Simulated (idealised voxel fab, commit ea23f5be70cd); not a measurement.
process module | voxel released beams
cross-section cut | 270 nm wide | cells 5 nm
A cross-section is a grid of square cells, given in bands from the top down. A band is one or more rows of cells.
Each band's line starts with the height of the band's top and of its bottom, in nm. Then come its materials from left to right, each with its width in nm. One material with "throughout" fills the band from edge to edge. "air" is empty space.
Height 0 is the level under which the wafer as received is all one material. The lowest band goes on downwards, as in "0 down".
A width such as "30 to 40" changes by the same amount from each row of cells to the next, from the band's top row to its bottom row.
"no change" after a step means that no cell of the cross-section changed.
closed voids: empty space of 8 cells or more with no open way to the top, each as width x height at its distance from the left edge, in nm
after a step's settings: what the simulator itself notes on the step
overlay nm, on a step with a mask: how far to the right of its planned place the mask lay; to the left if negative
plan
1 op RECEIVE | material Si
2 op CONFORMAL_DEP | material SiN | thk nm 5
3 op DIRECTIONAL_DEP | material SiO2 | thk nm 10
4 op MASKED_ETCH | tone open | mask id ANCHOR | width nm 35 | etch materials SiO2 | depth nm 10 | overlay nm 0
5 op CONFORMAL_DEP | material polySi | thk nm 10
6 op DIRECTIONAL_DEP | material aC | thk nm 15
7 op PATTERN | tone cover | mask id BEAM | material resist | width nm 100 | thk nm 30 | overlay nm 0
8 op DIRECTIONAL_ETCH | etch materials aC | depth nm 15
9 op STRIP | etch materials resist
10 op DIRECTIONAL_ETCH | etch materials polySi | depth nm 10
11 op STRIP | etch materials aC
12 op STRIP | etch materials SiO2
as received, after step 1
  0 down: Si throughout
  closed voids: none
first wafer at the end, as planned
  25 to 15: air 80 | polySi 15 | air 15 | polySi 70 | air 90
  15 to 5: air 85 | polySi 35 | air 150
  5 to 0: SiN throughout
  0 down: Si throughout
  closed voids: none
second wafer at the end: like start, like plan, one mistake
  25 to 15: SiN 95 | air 15 | SiN 160
  15 to 5: SiO2 85 | SiN 35 | SiO2 150
  5 to 0: SiN throughout
  0 down: Si throughout
  closed voids: none
what went wrong: step 5 ran as: op CONFORMAL_DEP | material SiN | thk nm 10
at the end the second wafer has, in cells: 116 more of SiN | 94 more of SiO2 | 48 fewer of polySi
